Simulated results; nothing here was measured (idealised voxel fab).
A process module follows: voxel released beams.
The cross-section on display is named cut; it measures 280 nm wide, and its cells are 5 nm squares.
Cross-section, as written here: a square-cell grid given band by band from the top down, where a band holds one or more rows of cells.
Per band: top height and bottom height in nm, followed by the left-to-right materials and their widths in nm; "edge to edge" marks a single material spanning edge to edge, "empty" marks empty space.
The reference from which all heights are counted is 0, the level beneath which the as-received wafer is entirely one material; the lowest band, having no lower bound, proceeds downward and is written after the example "0 down".
Per-row width for "30 to 40": begins at first number (top row of band), ends at second number (bottom row), increment between rows held constant.
Reading "nothing altered" for a step: not a cell of the cross-section changed in it.
Empty spaces counting at least 8 cells and having no open way to the top are listed in "Unvented voids". The notation width x height at distance is used for each, the distance being from the left edge and all three values in nm.
Post-settings text on a step line: simulator's own remark regarding the step.
Regarding "overlay nm": on a step with a mask, it is the distance the mask lay to the right of its planned place; a negative value places it to the left.
**Here's what the planned process steps look like**
1. RECEIVE,material Si
2. CONFORMAL_DEP,material Al2O3,thk nm 10
3. DIRECTIONAL_DEP,material SiO2,thk nm 15
4. PATTERN,tone open,mask id ANCHOR,material resist,width nm 30,thk nm 15,overlay nm 0
5. DIRECTIONAL_ETCH,etch materials SiO2,depth nm 15
6. STRIP,etch materials resist
7. CONFORMAL_DEP,material SiN,thk nm 10
8. PATTERN,tone cover,mask id BEAM,material resist,width nm 75,thk nm 15,overlay nm 0
9. DIRECTIONAL_ETCH,etch materials SiN,depth nm 5
10. STRIP,etch materials resist
11. STRIP,etch materials SiO2
Don't read the plan's depth nm for step 9 as applying to every wafer: that's the first wafer's value, and the wafers differ in it, though they all start identical.
**This is how the first of several wafers looked in cross-section when it arrived, which is after step 1**
> 0 down = Si edge to edge
> Unvented voids: none
**Cross-section of the first of several wafers once the module has run through its last step, step 11**
> 35 to 30 = 100 nm empty | 15 nm SiN | 10 nm empty | 50 nm SiN | 105 nm empty
> 30 to 25 = 115 nm SiN | 10 nm empty | 155 nm SiN
> 25 to 20 = 105 nm SiO2 | 10 nm SiN | 10 nm empty | 10 nm SiN | 145 nm SiO2
> 20 to 10 = 105 nm SiO2 | 30 nm SiN | 145 nm SiO2
> 10 to 0 = Al2O3 edge to edge
> 0 down = Si edge to edge
> Unvented voids: none
**Cross-section of the last wafer at end of module**
> 35 to 25 = 100 nm empty | 15 nm SiN | 10 nm empty | 50 nm SiN | 105 nm empty
> 25 to 20 = 105 nm empty | 10 nm SiN | 10 nm empty | 10 nm SiN | 145 nm empty
> 20 to 10 = 105 nm empty | 30 nm SiN | 145 nm empty
> 10 to 0 = Al2O3 edge to edge
> 0 down = Si edge to edge
> Unvented voids: none
**Gained (+) or lost (-) cells of each material since receipt, then closed voids: one row per wafer, at the end of the module**
depth nm 5; +112 Al2O3; +83 SiN; +150 SiO2; Unvented voids: none
depth nm 10; +112 Al2O3; +42 SiN; Unvented voids: none
depth nm 15; +112 Al2O3; +42 SiN; Unvented voids: none
depth nm 20; +112 Al2O3; +42 SiN; Unvented voids: none
depth nm 25; +112 Al2O3; +42 SiN; Unvented voids: none
